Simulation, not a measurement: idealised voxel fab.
process module | voxel capacitor over wiring
cross-section cut | 190 nm wide | cells 5 nm
A cross-section is a grid of square cells, given in bands from the top down. A band is one or more rows of cells.
Each band's line starts with the height of the band's top and of its bottom, in nm. Then come its materials from left to right, each with its width in nm. One material with "throughout" fills the band from edge to edge. "air" is empty space.
Height 0 is the level under which the wafer as received is all one material. The lowest band goes on downwards, as in "0 down".
A width such as "30 to 40" changes by the same amount from each row of cells to the next, from the band's top row to its bottom row.
"no change" after a step means that no cell of the cross-section changed.
closed voids: empty space of 8 cells or more with no open way to the top, each as width x height at its distance from the left edge, in nm
after a step's settings: what the simulator itself notes on the step
overlay nm, on a step with a mask: how far to the right of its planned place the mask lay; to the left if negative
plan
1 op RECEIVE | material Si
2 op CONFORMAL_DEP | material SiO2 | thk nm 15
3 op DIRECTIONAL_DEP | material TiN | thk nm 5
4 op DIRECTIONAL_DEP | material Ru | thk nm 15
5 op PATTERN | tone cover | mask id METAL_1 | material resist | width nm 30 | pitch nm 95 | thk nm 20 | overlay nm 0
6 op DIRECTIONAL_ETCH | etch materials Ru | depth nm 15
7 op DIRECTIONAL_ETCH | etch materials TiN | depth nm 5
8 op STRIP | etch materials resist
9 op FILL_DEP | material lowk | thk nm 5
10 op CMP | height nm 35
11 op CONFORMAL_DEP | material SiCN | thk nm 5
12 op DIRECTIONAL_DEP | material SiO2 | thk nm 20
13 op DIRECTIONAL_DEP | material aC | thk nm 10
14 op PATTERN | tone open | mask id PLUG_1 | material resist | width nm 15 | thk nm 25 | overlay nm 0
15 op DIRECTIONAL_ETCH | etch materials aC | depth nm 10
16 op STRIP | etch materials resist
17 op DIRECTIONAL_ETCH | etch materials SiO2 | depth nm 20
18 op DIRECTIONAL_ETCH | etch materials SiCN | depth nm 5
19 op STRIP | etch materials aC
20 op EPI | material Ru | thk nm 10
21 op EPI | material Ru | thk nm 10
22 op EPI | material Ru | thk nm 5
23 op DIRECTIONAL_DEP | material TiN | thk nm 5
24 op DIRECTIONAL_DEP | material Al2O3 | thk nm 5
25 op DIRECTIONAL_DEP | material TiN | thk nm 10
26 op DIRECTIONAL_DEP | material aC | thk nm 10
27 op PATTERN | tone cover | mask id UPPER_PLATE | material resist | width nm 70 | thk nm 25 | overlay nm 0
28 op DIRECTIONAL_ETCH | etch materials aC | depth nm 10
29 op STRIP | etch materials resist
30 op DIRECTIONAL_ETCH | etch materials TiN | depth nm 10
31 op DIRECTIONAL_ETCH | etch materials Al2O3 | depth nm 5
32 op STRIP | etch materials aC
33 op DIRECTIONAL_DEP | material aC | thk nm 15
34 op PATTERN | tone cover | mask id LOWER_PLATE | material resist | width nm 80 | thk nm 35 | overlay nm 0
35 op DIRECTIONAL_ETCH | etch materials aC | depth nm 15
36 op STRIP | etch materials resist
37 op DIRECTIONAL_ETCH | etch materials TiN | depth nm 5
38 op STRIP | etch materials aC
39 op FILL_DEP | material SiO2 | thk nm 15
40 op CMP | height nm 90
41 op MASKED_ETCH | tone open | mask id PLUG_2 | width nm 15 | etch materials SiO2 | depth nm 10 | overlay nm 0
42 op CONFORMAL_DEP | material TiN | thk nm 5
43 op FILL_DEP | material W | thk nm 10
44 op CMP | height nm 90
45 op CONFORMAL_DEP | material SiCN | thk nm 5
as received, after step 1
  0 down: Si throughout
  closed voids: none
first wafer at the end, as planned
  95 to 90: SiCN throughout
  90 to 85: SiO2 55 | TiN 5 | W 5 | TiN 5 | SiO2 120
  85 to 80: SiO2 55 | TiN 15 | SiO2 120
  80 to 70: SiO2 45 | TiN 70 | SiO2 75
  70 to 65: SiO2 45 | Al2O3 70 | SiO2 75
  65 to 60: SiO2 40 | TiN 80 | SiO2 70
  60 to 40: SiO2 45 | Ru 15 | SiO2 130
  40 to 35: SiCN 45 | Ru 15 | SiCN 130
  35 to 20: lowk 30 | Ru 30 | lowk 65 | Ru 30 | lowk 35
  20 to 15: lowk 30 | TiN 30 | lowk 65 | TiN 30 | lowk 35
  15 to 0: SiO2 throughout
  0 down: Si throughout
  closed voids: none
second wafer at the end: like start, like plan, one mistake
  95 to 90: SiCN throughout
  90 to 85: SiO2 55 | TiN 5 | Al2O3 55 | SiO2 75
  85 to 80: SiO2 40 | TiN 5 | SiO2 10 | TiN 65 | SiO2 70
  80 to 70: SiO2 45 | TiN 15 | SiO2 130
  70 to 65: SiO2 45 | Al2O3 15 | SiO2 130
  65 to 60: SiO2 45 | TiN 15 | SiO2 130
  60 to 40: SiO2 throughout
  40 to 35: SiCN throughout
  35 to 20: lowk 30 | Ru 30 | lowk 65 | Ru 30 | lowk 35
  20 to 15: lowk 30 | TiN 30 | lowk 65 | TiN 30 | lowk 35
  15 to 0: SiO2 throughout
  0 down: Si throughout
  closed voids: none
what went wrong: step 12 was run twice
at the end the second wafer has, in cells: 15 fewer of Ru | 3 more of SiCN | 38 more of SiO2 | 25 fewer of TiN | 1 fewer of W
